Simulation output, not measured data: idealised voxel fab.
Process module under the name voxel transistor to metal
It is cross-section cut that appears here, measuring 285 nm in width, its square cells being 5 nm in size.
Cross-sections here: square-cell grids, written as top-down lists of bands, a band being one or more rows of cells. The band entry comprises the height of the band's top followed by the height of its bottom, expressed in nm, and subsequently the band's materials from left to right, each stated together with its width in nm. Where a single material is marked with the word "edge to edge", that material fills the band from edge to edge. The word "empty" represents empty space. Height 0 is the level under which the wafer as received is all one material. The lowest band goes on downwards, as in "0 down". Think of "30 to 40" as a width that walks from the first number to the second as you go down the band, top row to bottom row, taking equal-sized steps from row to row. It should be understood that the words "no modifications", when stated for a given step, signify that the cross-section underwent no change in any of its cells during that step. "Enclosed cavities" lists enclosed empty spaces (at least 8 cells, no open path upward to the top), each as width x height at distance from the left edge, in nm. Step line, after settings: the simulator's comment on this step. overlay nm, on a step with a mask: how far to the right of its planned place the mask lay; to the left if negative.
-- The steps planned for the process are as follows
1. RECEIVE: material Si
2. CONFORMAL_DEP: material SiO2, thk nm 5
3. CONFORMAL_DEP: material SiN, thk nm 10
4. PATTERN: tone cover, mask id ACTIVE, material resist, width nm 110, pitch nm 135, thk nm 20, overlay nm 0
5. DIRECTIONAL_ETCH: etch materials SiN, depth nm 10
6. DIRECTIONAL_ETCH: etch materials SiO2, depth nm 5
7. DIRECTIONAL_ETCH: etch materials Si, depth nm 25
8. STRIP: etch materials resist
9. FILL_DEP: material SiO2, thk nm 5
10. CMP: height nm 15
11. SELECTIVE_ETCH: etch materials SiO2, depth nm 5
12. STRIP: etch materials SiN
13. SELECTIVE_ETCH: etch materials SiO2, depth nm 5
14. OXIDIZE: depth nm 5
15. DIRECTIONAL_DEP: material polySi, thk nm 30
16. DIRECTIONAL_DEP: material SiCN, thk nm 10
17. MASKED_ETCH: tone cover, mask id GATE, width nm 20, pitch nm 135, etch materials SiCN, depth nm 20, overlay nm 0
18. MASKED_ETCH: tone cover, mask id GATE, width nm 20, pitch nm 135, etch materials polySi, depth nm 40, overlay nm 0
19. CONFORMAL_DEP: material SiO2, thk nm 5
20. DIRECTIONAL_ETCH: etch materials SiO2, depth nm 5
21. CONFORMAL_DEP: material SiN, thk nm 10
22. DIRECTIONAL_ETCH: etch materials SiN, depth nm 10
23. DIRECTIONAL_ETCH: etch materials SiO2, depth nm 5
24. EPI: material SiGe, thk nm 5
25. FILL_DEP: material SiO2, thk nm 5
26. CMP: height nm 40
27. DIRECTIONAL_DEP: material SiO2, thk nm 15
28. PATTERN: tone open, mask id CONTACT, material resist, width nm 30, thk nm 20, overlay nm 0
29. DIRECTIONAL_ETCH: etch materials SiO2, depth nm 55
30. STRIP: etch materials resist
31. CONFORMAL_DEP: material TiN, thk nm 5
32. FILL_DEP: material W, thk nm 5
33. CMP: height nm 55
34. DIRECTIONAL_DEP: material TiN, thk nm 5
35. DIRECTIONAL_DEP: material Ru, thk nm 25
36. PATTERN: tone cover, mask id METAL_1, material resist, width nm 20, thk nm 15, overlay nm 0
37. DIRECTIONAL_ETCH: etch materials Ru, depth nm 25
38. DIRECTIONAL_ETCH: etch materials TiN, depth nm 5
39. STRIP: etch materials resist
40. FILL_DEP: material SiO2, thk nm 5
41. CMP: height nm 85
42. CONFORMAL_DEP: material SiCN, thk nm 5
-- Wafer at receipt (post step 1), cross-section
    0 down  Si edge to edge
    Enclosed cavities: none
-- First of two wafers: cross-section at end of module, run per plan
    90 to 85  SiCN edge to edge
    85 to 60  SiO2 (30) | Ru (20) | SiO2 (50) | Ru (20) | SiO2 (45) | Ru (20) | SiO2 (50) | Ru (20) | SiO2 (30)
    60 to 55  SiO2 (30) | TiN (20) | SiO2 (50) | TiN (20) | SiO2 (45) | TiN (20) | SiO2 (50) | TiN (20) | SiO2 (30)
    55 to 45  SiO2 (30) | TiN (5) | W (20) | TiN (5) | SiO2 (30) | TiN (5) | W (20) | TiN (5) | SiO2 (45) | TiN (5) | W (20) | TiN (5) | SiO2 (30) | TiN (5) | W (20) | TiN (5) | SiO2 (30)
    45 to 40  SiO2 (30) | TiN (5) | W (10) | TiN (15) | SiO2 (30) | TiN (15) | W (10) | TiN (5) | SiO2 (45) | TiN (5) | W (10) | TiN (15) | SiO2 (30) | TiN (15) | W (10) | TiN (5) | SiO2 (30)
    40 to 30  SiO2 (30) | TiN (5) | W (10) | TiN (5) | SiN (10) | SiO2 (5) | SiCN (20) | SiO2 (5) | SiN (10) | TiN (5) | W (10) | TiN (5) | SiO2 (45) | TiN (5) | W (10) | TiN (5) | SiN (10) | SiO2 (5) | SiCN (20) | SiO2 (5) | SiN (10) | TiN (5) | W (10) | TiN (5) | SiO2 (30)
    30 to 5  SiO2 (30) | TiN (5) | W (10) | TiN (5) | SiN (10) | SiO2 (5) | polySi (20) | SiO2 (5) | SiN (10) | TiN (5) | W (10) | TiN (5) | SiO2 (45) | TiN (5) | W (10) | TiN (5) | SiN (10) | SiO2 (5) | polySi (20) | SiO2 (5) | SiN (10) | TiN (5) | W (10) | TiN (5) | SiO2 (30)
    5 to 0  SiO2 (20) | SiN (10) | TiN (20) | SiN (10) | SiO2 (5) | polySi (20) | SiO2 (5) | SiN (10) | TiN (20) | SiN (10) | SiO2 (25) | SiN (10) | TiN (20) | SiN (10) | SiO2 (5) | polySi (20) | SiO2 (5) | SiN (10) | TiN (20) | SiN (10) | SiO2 (20)
    0 to -5  SiO2 (30) | SiGe (20) | SiO2 (50) | SiGe (20) | SiO2 (45) | SiGe (20) | SiO2 (50) | SiGe (20) | SiO2 (30)
    -5 to -25  SiO2 (20) | Si (110) | SiO2 (25) | Si (110) | SiO2 (20)
    -25 down  Si edge to edge
    Enclosed cavities: none
-- Second wafer of the two, sectioned at the end of the module. It began like the first and followed the same plan, but one mistake was made while running it
    90 to 85  SiCN edge to edge
    85 to 60  SiO2 (30) | Ru (20) | SiO2 (50) | Ru (20) | SiO2 (45) | Ru (20) | SiO2 (50) | Ru (20) | SiO2 (30)
    60 to 55  SiO2 (30) | TiN (20) | SiO2 (50) | TiN (20) | SiO2 (45) | TiN (20) | SiO2 (50) | TiN (20) | SiO2 (30)
    55 to 45  SiO2 (35) | TiN (5) | W (15) | TiN (5) | SiO2 (35) | TiN (5) | W (15) | TiN (5) | SiO2 (50) | TiN (5) | W (15) | TiN (5) | SiO2 (35) | TiN (5) | W (15) | TiN (5) | SiO2 (30)
    45 to 40  SiO2 (35) | TiN (5) | W (5) | TiN (15) | SiO2 (35) | TiN (10) | W (10) | TiN (5) | SiO2 (50) | TiN (5) | W (5) | TiN (15) | SiO2 (35) | TiN (10) | W (10) | TiN (5) | SiO2 (30)
    40 to 30  SiO2 (35) | TiN (5) | W (5) | TiN (5) | SiN (10) | SiO2 (5) | SiCN (20) | SiO2 (5) | SiN (10) | TiN (5) | W (10) | TiN (5) | SiO2 (50) | TiN (5) | W (5) | TiN (5) | SiN (10) | SiO2 (5) | SiCN (20) | SiO2 (5) | SiN (10) | TiN (5) | W (10) | TiN (5) | SiO2 (30)
    30 to 5  SiO2 (35) | TiN (5) | W (5) | TiN (5) | SiN (10) | SiO2 (5) | polySi (20) | SiO2 (5) | SiN (10) | TiN (5) | W (10) | TiN (5) | SiO2 (50) | TiN (5) | W (5) | TiN (5) | SiN (10) | SiO2 (5) | polySi (20) | SiO2 (5) | SiN (10) | TiN (5) | W (10) | TiN (5) | SiO2 (30)
    5 to 0  SiO2 (20) | SiN (10) | SiO2 (5) | TiN (15) | SiN (10) | SiO2 (5) | polySi (20) | SiO2 (5) | SiN (10) | TiN (20) | SiN (10) | SiO2 (25) | SiN (10) | SiO2 (5) | TiN (15) | SiN (10) | SiO2 (5) | polySi (20) | SiO2 (5) | SiN (10) | TiN (20) | SiN (10) | SiO2 (20)
    0 to -5  SiO2 (30) | SiGe (20) | SiO2 (50) | SiGe (20) | SiO2 (45) | SiGe (20) | SiO2 (50) | SiGe (20) | SiO2 (30)
    -5 to -25  SiO2 (20) | Si (110) | SiO2 (25) | Si (110) | SiO2 (20)
    -25 down  Si edge to edge
    Enclosed cavities: none
Where did the run depart from the plan? so step 28 ended up running with a different setting than we planned, it ran as PATTERN: tone open, mask id CONTACT, material resist, width nm 25, thk nm 20, overlay nm 0
at the end the second wafer has, in cells: SiO2 +28; TiN -4; W -24
